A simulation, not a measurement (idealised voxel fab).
process module | voxel transistor to metal
cross-section cut | 215 nm wide | cells 5 nm
A cross-section is a grid of square cells, given in bands from the top down. A band is one or more rows of cells.
Each band's line starts with the height of the band's top and of its bottom, in nm. Then come its materials from left to right, each with its width in nm. One material with "throughout" fills the band from edge to edge. "air" is empty space.
Height 0 is the level under which the wafer as received is all one material. The lowest band goes on downwards, as in "0 down".
A width such as "30 to 40" changes by the same amount from each row of cells to the next, from the band's top row to its bottom row.
"no change" after a step means that no cell of the cross-section changed.
closed voids: empty space of 8 cells or more with no open way to the top, each as width x height at its distance from the left edge, in nm
after a step's settings: what the simulator itself notes on the step
overlay nm, on a step with a mask: how far to the right of its planned place the mask lay; to the left if negative
plan
1 op RECEIVE | material Si
2 op CONFORMAL_DEP | material SiO2 | thk nm 5
3 op CONFORMAL_DEP | material SiN | thk nm 10
4 op DIRECTIONAL_DEP | material aC | thk nm 15
5 op PATTERN | tone cover | mask id ACTIVE | material resist | width nm 115 | thk nm 30 | overlay nm 0
6 op DIRECTIONAL_ETCH | etch materials aC | depth nm 15
7 op STRIP | etch materials resist
8 op DIRECTIONAL_ETCH | etch materials SiN | depth nm 10
9 op DIRECTIONAL_ETCH | etch materials SiO2 | depth nm 5
10 op DIRECTIONAL_ETCH | etch materials Si | depth nm 30
11 op STRIP | etch materials aC
12 op FILL_DEP | material SiO2 | thk nm 10
13 op CMP | height nm 15
14 op SELECTIVE_ETCH | etch materials SiO2 | depth nm 5
15 op STRIP | etch materials SiN
16 op SELECTIVE_ETCH | etch materials SiO2 | depth nm 5
17 op OXIDIZE | depth nm 5
18 op DIRECTIONAL_DEP | material polySi | thk nm 30
19 op DIRECTIONAL_DEP | material SiCN | thk nm 15
20 op MASKED_ETCH | tone cover | mask id GATE | width nm 35 | etch materials SiCN | depth nm 25 | overlay nm 0
21 op MASKED_ETCH | tone cover | mask id GATE | width nm 35 | etch materials polySi | depth nm 40 | overlay nm 0
22 op CONFORMAL_DEP | material SiO2 | thk nm 5
23 op DIRECTIONAL_ETCH | etch materials SiO2 | depth nm 5
24 op CONFORMAL_DEP | material SiN | thk nm 5
25 op DIRECTIONAL_ETCH | etch materials SiN | depth nm 5
26 op DIRECTIONAL_ETCH | etch materials SiO2 | depth nm 5
27 op DIRECTIONAL_ETCH | etch materials Si | depth nm 15
28 op EPI | material pSi | thk nm 20
29 op FILL_DEP | material SiO2 | thk nm 5
30 op CMP | height nm 30
31 op STRIP | etch materials polySi
32 op SELECTIVE_ETCH | etch materials SiO2 | depth nm 5
33 op CONFORMAL_DEP | material HfO2 | thk nm 5
34 op CONFORMAL_DEP | material TiN | thk nm 5
35 op FILL_DEP | material W | thk nm 5
36 op CMP | height nm 25
37 op DIRECTIONAL_DEP | material SiO2 | thk nm 10
38 op MASKED_ETCH | tone open | mask id CONTACT | width nm 20 | pitch nm 85 | etch materials SiO2 | depth nm 20 | overlay nm 0
39 op CONFORMAL_DEP | material TiN | thk nm 5
40 op FILL_DEP | material W | thk nm 5
41 op CMP | height nm 35
42 op DIRECTIONAL_DEP | material TiN | thk nm 5
43 op DIRECTIONAL_DEP | material W | thk nm 15
44 op MASKED_ETCH | tone cover | mask id METAL_1 | width nm 20 | pitch nm 85 | etch materials W | depth nm 15 | overlay nm 0
45 op MASKED_ETCH | tone cover | mask id METAL_1 | width nm 20 | pitch nm 85 | etch materials TiN | depth nm 5 | overlay nm 0
46 op FILL_DEP | material SiO2 | thk nm 5
47 op CMP | height nm 55
48 op CONFORMAL_DEP | material SiN | thk nm 5
as received, after step 1
  0 down: Si throughout
  closed voids: none
a wafer at the end: this start, this plan, one mistake
  60 to 55: SiN throughout
  55 to 40: SiO2 55 | W 20 | SiO2 65 | W 20 | SiO2 55
  40 to 35: SiO2 55 | TiN 20 | SiO2 65 | TiN 20 | SiO2 55
  35 to 30: SiO2 55 | TiN 5 | W 10 | TiN 5 | SiO2 65 | TiN 5 | W 10 | TiN 5 | SiO2 55
  30 to 25: SiO2 55 | TiN 20 | SiO2 65 | TiN 20 | SiO2 55
  25 to 15: W 35 | TiN 40 to 5 | HfO2 5 to 40 | SiN 5 | HfO2 5 | TiN 5 | W 25 | TiN 5 | HfO2 5 | SiN 5 | HfO2 5 to 40 | TiN 40 to 5 | W 35
  15 to 5: W 35 | TiN 5 | HfO2 5 | pSi 35 | SiN 5 | HfO2 5 | TiN 5 | W 25 | TiN 5 | HfO2 5 | SiN 5 | pSi 35 | HfO2 5 | TiN 5 | W 35
  5 to 0: W 35 | TiN 5 | HfO2 5 | pSi 5 | SiN 5 | pSi 25 | SiN 5 | HfO2 5 | TiN 35 | HfO2 5 | SiN 5 | pSi 25 | SiN 5 | pSi 5 | HfO2 5 | TiN 5 | W 35
  0 to -5: W 35 | TiN 5 | HfO2 15 | pSi 25 | HfO2 55 | pSi 25 | HfO2 15 | TiN 5 | W 35
  -5 to -10: W 35 | TiN 10 | HfO2 5 | Si 5 | pSi 25 | Si 55 | pSi 25 | Si 5 | HfO2 5 | TiN 10 | W 35
  -10 to -20: W 40 | TiN 5 | HfO2 5 | Si 5 | pSi 25 | Si 55 | pSi 25 | Si 5 | HfO2 5 | TiN 5 | W 40
  -20 to -25: TiN 45 | HfO2 5 | Si 115 | HfO2 5 | TiN 45
  -25 to -30: HfO2 50 | Si 115 | HfO2 50
  -30 down: Si throughout
  closed voids: none
what went wrong: step 31 ran as: op STRIP | etch materials SiO2
